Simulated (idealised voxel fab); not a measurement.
Process module, titled voxel quadruple lines
Cross-section cut spans 185 nm and uses square cells 5 nm in size.
Format of a cross-section: grid, square cells. Given as bands. Order: top down. Band: one or more rows of cells. The band entry comprises the height of the band's top followed by the height of its bottom, expressed in nm, and subsequently the band's materials from left to right, each stated together with its width in nm. Where a single material is marked with the word "all across", that material fills the band from edge to edge. The word "blank" represents empty space. Note: height 0 marks the level under which the wafer is uniformly one material as received. Lowest band unbounded below, written "0 -> down". Per-row width for "30..40": begins at first number (top row of band), ends at second number (bottom row), increment between rows held constant. "nothing different" means the step left every cell of the cross-section as it was. Voids not open to the top, 8 cells minimum: see "Encapsulated voids". Written width x height at distance; distance is from the left edge; nm. Anything after a step's settings on that line? It's the simulator's own note about the step. overlay nm: mask right of planned place by this much (step with mask). Neg. = left.

Listed below are the process steps as planned:
| 1 | RECEIVE, material Si |
| 2 | CONFORMAL_DEP, material Al2O3, thk nm 10 |
| 3 | DIRECTIONAL_DEP, material Ru, thk nm 10 |
| 4 | DIRECTIONAL_DEP, material polySi, thk nm 20 |
| 5 | DIRECTIONAL_DEP, material aC, thk nm 20 |
| 6 | PATTERN, tone cover, mask id MANDREL, material resist, width nm 25, pitch nm 80, thk nm 30, overlay nm 0 |
| 7 | DIRECTIONAL_ETCH, etch materials aC, depth nm 20 |
| 8 | STRIP, etch materials resist |
| 9 | CONFORMAL_DEP, material SiO2, thk nm 15 |
| 10 | DIRECTIONAL_ETCH, etch materials SiO2, depth nm 15 |
| 11 | STRIP, etch materials aC |
| 12 | DIRECTIONAL_ETCH, etch materials polySi, depth nm 20 |
| 13 | STRIP, etch materials SiO2 |
| 14 | CONFORMAL_DEP, material SiN, thk nm 5 |
| 15 | DIRECTIONAL_ETCH, etch materials SiN, depth nm 5 |
| 16 | STRIP, etch materials polySi |
| 17 | DIRECTIONAL_ETCH, etch materials Ru, depth nm 10 |
| 18 | STRIP, etch materials SiN |

First of the two wafers, run per plan:

Received-state cross-section, reflecting completion of step 1:
	0 -> down: Si all across
	Encapsulated voids: none

Cross-section of the wafer subsequent to step 2:
	10 -> 0: Al2O3 all across
	Nothing below the height 0 has changed.

Cross-section of the wafer subsequent to step 3:
	20 -> 10: Ru all across
	Nothing below the height 10 has changed.

Cross-section of the wafer subsequent to step 4:
	40 -> 20: polySi all across
	Nothing below the height 20 has changed.

Cross-section of the wafer subsequent to step 5:
	60 -> 40: aC all across
	Nothing below the height 40 has changed.

Cross-section of the wafer subsequent to step 6:
	90 -> 60: 40 of blank | 25 of resist | 55 of blank | 25 of resist | 40 of blank
	Nothing below the height 60 has changed.

Cross-section of the wafer subsequent to step 7:
	70 -> 60: 40 of blank | 25 of resist | 55 of blank | 25 of resist | 40 of blank
	60 -> 40: 40 of blank | 25 of aC | 55 of blank | 25 of aC | 40 of blank
	Nothing below the height 40 has changed.

Cross-section of the wafer subsequent to step 8:
	60 -> 40: 40 of blank | 25 of aC | 55 of blank | 25 of aC | 40 of blank
	Nothing below the height 40 has changed.

Cross-section of the wafer subsequent to step 9:
	75 -> 60: 25 of blank | 55 of SiO2 | 25 of blank | 55 of SiO2 | 25 of blank
	60 -> 55: 25 of blank | 15 of SiO2 | 25 of aC | 15 of SiO2 | 25 of blank | 15 of SiO2 | 25 of aC | 15 of SiO2 | 25 of blank
	55 -> 40: 40 of SiO2 | 25 of aC | 55 of SiO2 | 25 of aC | 40 of SiO2
	Nothing below the height 40 has changed.

Cross-section of the wafer subsequent to step 10:
	60 -> 40: 25 of blank | 15 of SiO2 | 25 of aC | 15 of SiO2 | 25 of blank | 15 of SiO2 | 25 of aC | 15 of SiO2 | 25 of blank
	Nothing below the height 40 has changed.

Cross-section of the wafer subsequent to step 11:
	60 -> 40: 25 of blank | 15 of SiO2 | 25 of blank | 15 of SiO2 | 25 of blank | 15 of SiO2 | 25 of blank | 15 of SiO2 | 25 of blank
	Nothing below the height 40 has changed.

Cross-section of the wafer subsequent to step 12:
	60 -> 40: 25 of blank | 15 of SiO2 | 25 of blank | 15 of SiO2 | 25 of blank | 15 of SiO2 | 25 of blank | 15 of SiO2 | 25 of blank
	40 -> 20: 25 of blank | 15 of polySi | 25 of blank | 15 of polySi | 25 of blank | 15 of polySi | 25 of blank | 15 of polySi | 25 of blank
	Nothing below the height 20 has changed.

Cross-section of the wafer subsequent to step 13:
	40 -> 20: 25 of blank | 15 of polySi | 25 of blank | 15 of polySi | 25 of blank | 15 of polySi | 25 of blank | 15 of polySi | 25 of blank
	Nothing below the height 20 has changed.

Cross-section of the wafer subsequent to step 14:
	45 -> 40: 20 of blank | 25 of SiN | 15 of blank | 25 of SiN | 15 of blank | 25 of SiN | 15 of blank | 25 of SiN | 20 of blank
	40 -> 25: 20 of blank | 5 of SiN | 15 of polySi | 5 of SiN | 15 of blank | 5 of SiN | 15 of polySi | 5 of SiN | 15 of blank | 5 of SiN | 15 of polySi | 5 of SiN | 15 of blank | 5 of SiN | 15 of polySi | 5 of SiN | 20 of blank
	25 -> 20: 25 of SiN | 15 of polySi | 25 of SiN | 15 of polySi | 25 of SiN | 15 of polySi | 25 of SiN | 15 of polySi | 25 of SiN
	Nothing below the height 20 has changed.

Cross-section of the wafer subsequent to step 15:
	40 -> 20: 20 of blank | 5 of SiN | 15 of polySi | 5 of SiN | 15 of blank | 5 of SiN | 15 of polySi | 5 of SiN | 15 of blank | 5 of SiN | 15 of polySi | 5 of SiN | 15 of blank | 5 of SiN | 15 of polySi | 5 of SiN | 20 of blank
	Nothing below the height 20 has changed.

Cross-section of the wafer subsequent to step 16:
	40 -> 20: 20 of blank | 5 of SiN | 15 of blank | 5 of SiN | 15 of blank | 5 of SiN | 15 of blank | 5 of SiN | 15 of blank | 5 of SiN | 15 of blank | 5 of SiN | 15 of blank | 5 of SiN | 15 of blank | 5 of SiN | 20 of blank
	Nothing below the height 20 has changed.

Cross-section of the wafer subsequent to step 17:
	40 -> 20: 20 of blank | 5 of SiN | 15 of blank | 5 of SiN | 15 of blank | 5 of SiN | 15 of blank | 5 of SiN | 15 of blank | 5 of SiN | 15 of blank | 5 of SiN | 15 of blank | 5 of SiN | 15 of blank | 5 of SiN | 20 of blank
	20 -> 10: 20 of blank | 5 of Ru | 15 of blank | 5 of Ru | 15 of blank | 5 of Ru | 15 of blank | 5 of Ru | 15 of blank | 5 of Ru | 15 of blank | 5 of Ru | 15 of blank | 5 of Ru | 15 of blank | 5 of Ru | 20 of blank
	Nothing below the height 10 has changed.

Cross-section of the wafer subsequent to step 18:
	20 -> 10: 20 of blank | 5 of Ru | 15 of blank | 5 of Ru | 15 of blank | 5 of Ru | 15 of blank | 5 of Ru | 15 of blank | 5 of Ru | 15 of blank | 5 of Ru | 15 of blank | 5 of Ru | 15 of blank | 5 of Ru | 20 of blank
	Nothing below the height 10 has changed.

It is to be noted that the second wafer proceeded from the same initial state and according to the same plan as the first, although one mistake was committed in its execution; through step 2, inclusive, the two wafers share an identical history:

Second wafer shown in cross-section at the time step 3 was slated to end:
	25 -> 10: Ru all across
	Nothing below the height 10 has changed.

Second wafer shown in cross-section at the time step 4 was slated to end:
	45 -> 25: polySi all across
	Nothing below the height 25 has changed.

Second wafer shown in cross-section at the time step 5 was slated to end:
	65 -> 45: aC all across
	Nothing below the height 45 has changed.

Second wafer shown in cross-section at the time step 6 was slated to end:
	95 -> 65: 40 of blank | 25 of resist | 55 of blank | 25 of resist | 40 of blank
	Nothing below the height 65 has changed.

Second wafer shown in cross-section at the time step 7 was slated to end:
	75 -> 65: 40 of blank | 25 of resist | 55 of blank | 25 of resist | 40 of blank
	65 -> 45: 40 of blank | 25 of aC | 55 of blank | 25 of aC | 40 of blank
	Nothing below the height 45 has changed.

Second wafer shown in cross-section at the time step 8 was slated to end:
	65 -> 45: 40 of blank | 25 of aC | 55 of blank | 25 of aC | 40 of blank
	Nothing below the height 45 has changed.

Second wafer shown in cross-section at the time step 9 was slated to end:
	80 -> 65: 25 of blank | 55 of SiO2 | 25 of blank | 55 of SiO2 | 25 of blank
	65 -> 60: 25 of blank | 15 of SiO2 | 25 of aC | 15 of SiO2 | 25 of blank | 15 of SiO2 | 25 of aC | 15 of SiO2 | 25 of blank
	60 -> 45: 40 of SiO2 | 25 of aC | 55 of SiO2 | 25 of aC | 40 of SiO2
	Nothing below the height 45 has changed.

Second wafer shown in cross-section at the time step 10 was slated to end:
	65 -> 45: 25 of blank | 15 of SiO2 | 25 of aC | 15 of SiO2 | 25 of blank | 15 of SiO2 | 25 of aC | 15 of SiO2 | 25 of blank
	Nothing below the height 45 has changed.

Second wafer shown in cross-section at the time step 11 was slated to end:
	65 -> 45: 25 of blank | 15 of SiO2 | 25 of blank | 15 of SiO2 | 25 of blank | 15 of SiO2 | 25 of blank | 15 of SiO2 | 25 of blank
	Nothing below the height 45 has changed.

Second wafer shown in cross-section at the time step 12 was slated to end:
	65 -> 45: 25 of blank | 15 of SiO2 | 25 of blank | 15 of SiO2 | 25 of blank | 15 of SiO2 | 25 of blank | 15 of SiO2 | 25 of blank
	45 -> 25: 25 of blank | 15 of polySi | 25 of blank | 15 of polySi | 25 of blank | 15 of polySi | 25 of blank | 15 of polySi | 25 of blank
	Nothing below the height 25 has changed.

Second wafer shown in cross-section at the time step 13 was slated to end:
	45 -> 25: 25 of blank | 15 of polySi | 25 of blank | 15 of polySi | 25 of blank | 15 of polySi | 25 of blank | 15 of polySi | 25 of blank
	Nothing below the height 25 has changed.

Second wafer shown in cross-section at the time step 14 was slated to end:
	50 -> 45: 20 of blank | 25 of SiN | 15 of blank | 25 of SiN | 15 of blank | 25 of SiN | 15 of blank | 25 of SiN | 20 of blank
	45 -> 30: 20 of blank | 5 of SiN | 15 of polySi | 5 of SiN | 15 of blank | 5 of SiN | 15 of polySi | 5 of SiN | 15 of blank | 5 of SiN | 15 of polySi | 5 of SiN | 15 of blank | 5 of SiN | 15 of polySi | 5 of SiN | 20 of blank
	30 -> 25: 25 of SiN | 15 of polySi | 25 of SiN | 15 of polySi | 25 of SiN | 15 of polySi | 25 of SiN | 15 of polySi | 25 of SiN
	Nothing below the height 25 has changed.

Second wafer shown in cross-section at the time step 15 was slated to end:
	45 -> 25: 20 of blank | 5 of SiN | 15 of polySi | 5 of SiN | 15 of blank | 5 of SiN | 15 of polySi | 5 of SiN | 15 of blank | 5 of SiN | 15 of polySi | 5 of SiN | 15 of blank | 5 of SiN | 15 of polySi | 5 of SiN | 20 of blank
	Nothing below the height 25 has changed.

Second wafer shown in cross-section at the time step 16 was slated to end:
	45 -> 25: 20 of blank | 5 of SiN | 15 of blank | 5 of SiN | 15 of blank | 5 of SiN | 15 of blank | 5 of SiN | 15 of blank | 5 of SiN | 15 of blank | 5 of SiN | 15 of blank | 5 of SiN | 15 of blank | 5 of SiN | 20 of blank
	Nothing below the height 25 has changed.

Second wafer shown in cross-section at the time step 17 was slated to end:
	45 -> 25: 20 of blank | 5 of SiN | 15 of blank | 5 of SiN | 15 of blank | 5 of SiN | 15 of blank | 5 of SiN | 15 of blank | 5 of SiN | 15 of blank | 5 of SiN | 15 of blank | 5 of SiN | 15 of blank | 5 of SiN | 20 of blank
	25 -> 15: 20 of blank | 5 of Ru | 15 of blank | 5 of Ru | 15 of blank | 5 of Ru | 15 of blank | 5 of Ru | 15 of blank | 5 of Ru | 15 of blank | 5 of Ru | 15 of blank | 5 of Ru | 15 of blank | 5 of Ru | 20 of blank
	Nothing below the height 15 has changed.

Second wafer shown in cross-section at the time step 18 was slated to end:
	25 -> 15: 20 of blank | 5 of Ru | 15 of blank | 5 of Ru | 15 of blank | 5 of Ru | 15 of blank | 5 of Ru | 15 of blank | 5 of Ru | 15 of blank | 5 of Ru | 15 of blank | 5 of Ru | 15 of blank | 5 of Ru | 20 of blank
	Nothing below the height 15 has changed.
In executing the process, a mistake was made relative to the plan: contrary to plan, step 3 was performed as DIRECTIONAL_DEP, material Ru, thk nm 15
It is noted that, at the conclusion of processing, the second wafer exhibits a higher or lower cell count for certain materials relative to the first: Ru +37
